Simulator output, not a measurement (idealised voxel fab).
Proc. module: voxel local oxidation
This is section cut - it's 240 nm across, gridded in 5 nm square cells.
A cross-section in this document is a grid of square cells, and it is written down as bands, the top band listed before the ones below it; a band is made up of one or more rows of cells. What a band's entry tells you: where the top is and where the bottom is, as heights in nm, and after that what lies inside, material by material from left to right, each with its width in nm. Empty space is written as the word "air", and a single material marked with the word "edge to edge" occupies the band from edge to edge. Height 0 is the level under which the wafer as received is all one material. The lowest band goes on downwards, as in "z 0 and below". When a width is written as two numbers, as in "30->40", the first number is the width in the top row of cells of the band and the second is the width in its bottom row, and the width changes by the same amount from each row to the next. "remains unaltered" -> step changed no cross-section cell. Any empty space of 8 cells or more lacking an open way to the top shows up in "Enclosed cavities" as width x height at distance, distance from the left edge, in nm. Formally, on a step line, whatever follows the settings is a remark that the simulator itself makes on the step. Steps that use a mask can have "overlay nm" on their line. It says how far the mask sat to the right of where it was meant to be. Negative means to the left.

# The process steps that were planned are listed below
1,RECEIVE: material Si
2,OXIDIZE: depth nm 5
3,CONFORMAL_DEP: material SiN, thk nm 10
4,DIRECTIONAL_DEP: material aC, thk nm 15
5,PATTERN: tone cover, mask id ACTIVE, material resist, width nm 100, thk nm 35, overlay nm 0
6,DIRECTIONAL_ETCH: etch materials aC, depth nm 15
7,STRIP: etch materials resist
8,DIRECTIONAL_ETCH: etch materials SiN, depth nm 10
9,STRIP: etch materials aC
10,SELECTIVE_ETCH: etch materials SiO2, depth nm 5
11,OXIDIZE: depth nm 15
12,STRIP: etch materials SiN

# First of two wafers, with the run carried out as planned

# Incoming wafer in cross-section (state: after step 1)
	z 0 and below = Si edge to edge
	Enclosed cavities: none

# The following cross-section depicts the wafer upon completion of step 2
	z 0 to -5 = SiO2 edge to edge
	Rest of section, below -5: as before.

# The following cross-section depicts the wafer upon completion of step 3
	z 10 to 0 = SiN edge to edge
	Rest of section, below 0: as before.

# The following cross-section depicts the wafer upon completion of step 4
	z 25 to 10 = aC edge to edge
	Rest of section, below 10: as before.

# The following cross-section depicts the wafer upon completion of step 5
	z 60 to 25 = air 70 nm / resist 100 nm / air 70 nm
	Rest of section, below 25: as before.

# The following cross-section depicts the wafer upon completion of step 6
	z 45 to 25 = air 70 nm / resist 100 nm / air 70 nm
	z 25 to 10 = air 70 nm / aC 100 nm / air 70 nm
	Rest of section, below 10: as before.

# The following cross-section depicts the wafer upon completion of step 7
	z 25 to 10 = air 70 nm / aC 100 nm / air 70 nm
	Rest of section, below 10: as before.

# The following cross-section depicts the wafer upon completion of step 8
	z 25 to 10 = air 70 nm / aC 100 nm / air 70 nm
	z 10 to 0 = air 70 nm / SiN 100 nm / air 70 nm
	Rest of section, below 0: as before.

# The following cross-section depicts the wafer upon completion of step 9
	z 10 to 0 = air 70 nm / SiN 100 nm / air 70 nm
	Rest of section, below 0: as before.

# The following cross-section depicts the wafer upon completion of step 10
	z 10 to 0 = air 70 nm / SiN 100 nm / air 70 nm
	z 0 to -5 = air 75 nm / SiO2 90 nm / air 75 nm
	Rest of section, below -5: as before.

# The following cross-section depicts the wafer upon completion of step 11
	z 10 to 0 = air 70 nm / SiN 100 nm / air 70 nm
	z 0 to -5 = air 75 nm / SiO2 90 nm / air 75 nm
	z -5 to -20 = SiO2 90 nm / Si 60 nm / SiO2 90 nm
	Rest of section, below -20: as before.

# The following cross-section depicts the wafer upon completion of step 12
	z 0 to -5 = air 75 nm / SiO2 90 nm / air 75 nm
	Rest of section, below -5: as before.

# Wafer two. Identical start, identical plan. One mistake in execution. Identical history through step 4

# Cross-section of the second wafer when, according to plan, step 5 should have finished
	z 60 to 25 = resist 70 nm / air 100 nm / resist 70 nm
	Rest of section, below 25: as before.

# Cross-section of the second wafer when, according to plan, step 6 should have finished
	z 45 to 25 = resist 70 nm / air 100 nm / resist 70 nm
	z 25 to 10 = aC 70 nm / air 100 nm / aC 70 nm
	Rest of section, below 10: as before.

# Cross-section of the second wafer when, according to plan, step 7 should have finished
	z 25 to 10 = aC 70 nm / air 100 nm / aC 70 nm
	Rest of section, below 10: as before.

# Cross-section of the second wafer when, according to plan, step 8 should have finished
	z 25 to 10 = aC 70 nm / air 100 nm / aC 70 nm
	z 10 to 0 = SiN 70 nm / air 100 nm / SiN 70 nm
	Rest of section, below 0: as before.

# Cross-section of the second wafer when, according to plan, step 9 should have finished
	z 10 to 0 = SiN 70 nm / air 100 nm / SiN 70 nm
	Rest of section, below 0: as before.

# Cross-section of the second wafer when, according to plan, step 10 should have finished
	z 10 to 0 = SiN 70 nm / air 100 nm / SiN 70 nm
	z 0 to -5 = SiO2 65 nm / air 110 nm / SiO2 65 nm
	Rest of section, below -5: as before.

# Cross-section of the second wafer when, according to plan, step 11 should have finished
	z 10 to 0 = SiN 70 nm / air 100 nm / SiN 70 nm
	z 0 to -5 = SiO2 65 nm / air 110 nm / SiO2 65 nm
	z -5 to -20 = Si 50 nm / SiO2 140 nm / Si 50 nm
	Rest of section, below -20: as before.

# Cross-section of the second wafer when, according to plan, step 12 should have finished
	z 0 to -5 = SiO2 65 nm / air 110 nm / SiO2 65 nm
	Rest of section, below -5: as before.
Short version of what went wrong: the process deviated at step 5: the operation and settings actually run there were PATTERN: tone open, mask id ACTIVE, material resist, width nm 100, thk nm 35, overlay nm 0
Bottom line after processing is that, in cells, the second wafer is up or down on some materials versus the first: 24 more of Si | 16 fewer of SiO2
